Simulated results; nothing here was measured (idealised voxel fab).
Documented hereafter: the process module known as voxel ribs on slabs.
For reference, the cross-section in this document is cut, with width 215 nm and square cells of 5 nm.
Throughout this document, each cross-section is represented as a grid of square cells and is presented as a sequence of bands enumerated from the top downward, where a band comprises one or more rows of cells. Top, bottom (nm), then materials left to right with widths (nm); lone material tagged "throughout" fills the whole band edge to edge; "air" = empty space. It should be noted that heights are counted from 0, beneath which the wafer as supplied is of one material throughout, and that the lowest band possesses no lower boundary but continues downward, as written in "from 0 down". The two numbers in a width such as "30->40" mark its ends across the band: the first belongs to the top row of cells, the second to the bottom row, and from each row to the next the width moves by the same amount. Given "nothing changed" for a step, no cell of the cross-section differs between before and after that step. So "Fully sealed cavities" is basically the list of trapped voids: any empty space of 8 cells or more that can't reach the top through an opening. They're written width x height at distance, the distance being from the left edge, and it's all nm. Post-settings text on a step line: simulator's own remark regarding the step. You can add "overlay nm" to a step's line. For a step with a mask, it describes how far the mask lay to the right of its planned position, and a negative number describes a lay to the left.
## The following list gives the planned process steps
| 1 | RECEIVE [material Si] |
| 2 | DIRECTIONAL_DEP [material SiO2] [thk nm 30] |
| 3 | DIRECTIONAL_DEP [material polySi] [thk nm 25] |
| 4 | DIRECTIONAL_DEP [material aC] [thk nm 15] |
| 5 | PATTERN [tone cover] [mask id RIB] [material resist] [width nm 15] [thk nm 35] [overlay nm 0] |
| 6 | DIRECTIONAL_ETCH [etch materials aC] [depth nm 15] |
| 7 | STRIP [etch materials resist] |
| 8 | DIRECTIONAL_ETCH [etch materials polySi] [depth nm 20] |
| 9 | STRIP [etch materials aC] |
| 10 | DIRECTIONAL_DEP [material aC] [thk nm 10] |
| 11 | PATTERN [tone cover] [mask id SLAB] [material resist] [width nm 55] [thk nm 30] [overlay nm 0] |
| 12 | DIRECTIONAL_ETCH [etch materials aC] [depth nm 10] |
| 13 | STRIP [etch materials resist] |
| 14 | DIRECTIONAL_ETCH [etch materials polySi] [depth nm 5] |
| 15 | STRIP [etch materials aC] |
| 16 | FILL_DEP [material SiO2] [thk nm 25] |
| 17 | CMP [height nm 70] |
| 18 | DIRECTIONAL_DEP [material W] [thk nm 5] |
| 19 | MASKED_ETCH [tone cover] [mask id HEATER] [width nm 25] [etch materials W] [depth nm 5] [overlay nm 0] |
| 20 | CONFORMAL_DEP [material SiN] [thk nm 5] |
## As-received state of the wafer in cross-section, equivalent to post-step 1
from 0 down = Si throughout
Fully sealed cavities: none
## Here's the cross-section of the first of our two wafers at the end of the module - it ran as planned
from 80 to 75 = 90 nm air; 35 nm SiN; 90 nm air
from 75 to 70 = 95 nm SiN; 25 nm W; 95 nm SiN
from 70 to 55 = SiO2 throughout
from 55 to 35 = 100 nm SiO2; 15 nm polySi; 100 nm SiO2
from 35 to 30 = 80 nm SiO2; 55 nm polySi; 80 nm SiO2
from 30 to 0 = SiO2 throughout
from 0 down = Si throughout
Fully sealed cavities: none
## Second wafer cross-section at end of module - shared start and plan with the first, one mistake in the run
from 80 to 75 = 90 nm air; 35 nm SiN; 90 nm air
from 75 to 70 = 95 nm SiN; 25 nm W; 95 nm SiN
from 70 to 65 = SiO2 throughout
from 65 to 55 = 100 nm SiO2; 15 nm SiN; 100 nm SiO2
from 55 to 45 = 100 nm SiO2; 15 nm polySi; 100 nm SiO2
from 45 to 35 = 100 nm SiN; 15 nm polySi; 100 nm SiN
from 35 to 30 = polySi throughout
from 30 to 0 = SiO2 throughout
from 0 down = Si throughout
Fully sealed cavities: none
Here's what went sideways: heads up, step 10 didn't go per plan, it actually ran as DIRECTIONAL_DEP [material SiN] [thk nm 10]
Final difference in cells, second wafer against first, listed per material as more or fewer: 86 more of SiN; 118 fewer of SiO2; 32 more of polySi
